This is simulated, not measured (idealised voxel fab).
The process module presented herein is designated voxel lift off.
The cross-section on display is named cut; it measures 270 nm wide, and its cells are 5 nm squares.
A cross-section is written here as square cells arranged in a grid, and it is given in bands from the top down, each band taking up one or more rows of cells.
The band entry comprises the height of the band's top followed by the height of its bottom, expressed in nm, and subsequently the band's materials from left to right, each stated together with its width in nm. Where a single material is marked with the word "full width", that material fills the band from edge to edge. The word "air" represents empty space.
The reference from which all heights are counted is 0, the level beneath which the as-received wafer is entirely one material; the lowest band, having no lower bound, proceeds downward and is written after the example "from 0 down".
It should be noted that a width expressed as "30->40" varies in equal increments from row to row of cells within the band, taking the value of the first number at the top row and that of the second number at the bottom row.
You'll sometimes find "nothing different" written for a step, and that's the way of saying that nowhere in the cross-section did a cell change during that step.
Closed empty spaces (no open way to the top) of 8 cells or more are what "Closed void list" lists, each as width x height at distance from the left edge, nm for all three.
Step line, after settings: the simulator's comment on this step.
You can add "overlay nm" to a step's line. For a step with a mask, it describes how far the mask lay to the right of its planned position, and a negative number describes a lay to the left.

Listed below are the process steps as planned:
1: op RECEIVE | material Si
2: op CONFORMAL_DEP | material SiN | thk nm 5
3: op PATTERN | tone open | mask id LINES | material resist | width nm 15 | pitch nm 45 | thk nm 20 | overlay nm 0
4: op DIRECTIONAL_DEP | material Ru | thk nm 10
5: op STRIP | etch materials resist
6: op CONFORMAL_DEP | material SiCN | thk nm 10

First of two wafers: run as planned:

Cross-section of the wafer at receipt, which is the condition after step 1:
from 0 down  Si full width
Closed void list: none

Cross-section: wafer state after step 2:
from 5 to 0  SiN full width
Below 0 it's all the same as before, nothing changed down there.

Cross-section: wafer state after step 3:
from 25 to 5  60 nm resist, 15 nm air, 30 nm resist, 15 nm air, 30 nm resist, 15 nm air, 30 nm resist, 15 nm air, 60 nm resist
Below 5 it's all the same as before, nothing changed down there.

Cross-section: wafer state after step 4:
from 35 to 25  60 nm Ru, 15 nm air, 30 nm Ru, 15 nm air, 30 nm Ru, 15 nm air, 30 nm Ru, 15 nm air, 60 nm Ru
from 25 to 15  60 nm resist, 15 nm air, 30 nm resist, 15 nm air, 30 nm resist, 15 nm air, 30 nm resist, 15 nm air, 60 nm resist
from 15 to 5  60 nm resist, 15 nm Ru, 30 nm resist, 15 nm Ru, 30 nm resist, 15 nm Ru, 30 nm resist, 15 nm Ru, 60 nm resist
Below 5 it's all the same as before, nothing changed down there.

Cross-section: wafer state after step 5:
from 15 to 5  60 nm air, 15 nm Ru, 30 nm air, 15 nm Ru, 30 nm air, 15 nm Ru, 30 nm air, 15 nm Ru, 60 nm air
Below 5 it's all the same as before, nothing changed down there.

Cross-section: wafer state after step 6:
from 25 to 15  50 nm air, 35 nm SiCN, 10 nm air, 35 nm SiCN, 10 nm air, 35 nm SiCN, 10 nm air, 35 nm SiCN, 50 nm air
from 15 to 5  60 nm SiCN, 15 nm Ru, 30 nm SiCN, 15 nm Ru, 30 nm SiCN, 15 nm Ru, 30 nm SiCN, 15 nm Ru, 60 nm SiCN
Below 5 it's all the same as before, nothing changed down there.

Second wafer, same starting state and plan as the first, one mistake in the run, identical through step 5:

Cross-section of the second wafer at the time by which step 6 should have been completed according to the plan:
from 25 to 15  50 nm air, 35 nm Ru, 10 nm air, 35 nm Ru, 10 nm air, 35 nm Ru, 10 nm air, 35 nm Ru, 50 nm air
from 15 to 5  Ru full width
Below 5 it's all the same as before, nothing changed down there.
Against the plan, the run slipped here: step 6 went in with a setting other than planned; the actual run was op CONFORMAL_DEP | material Ru | thk nm 10
The second wafer ends with more or fewer cells of some materials than the first, per final count: Ru: 140 more, SiCN: 140 fewer
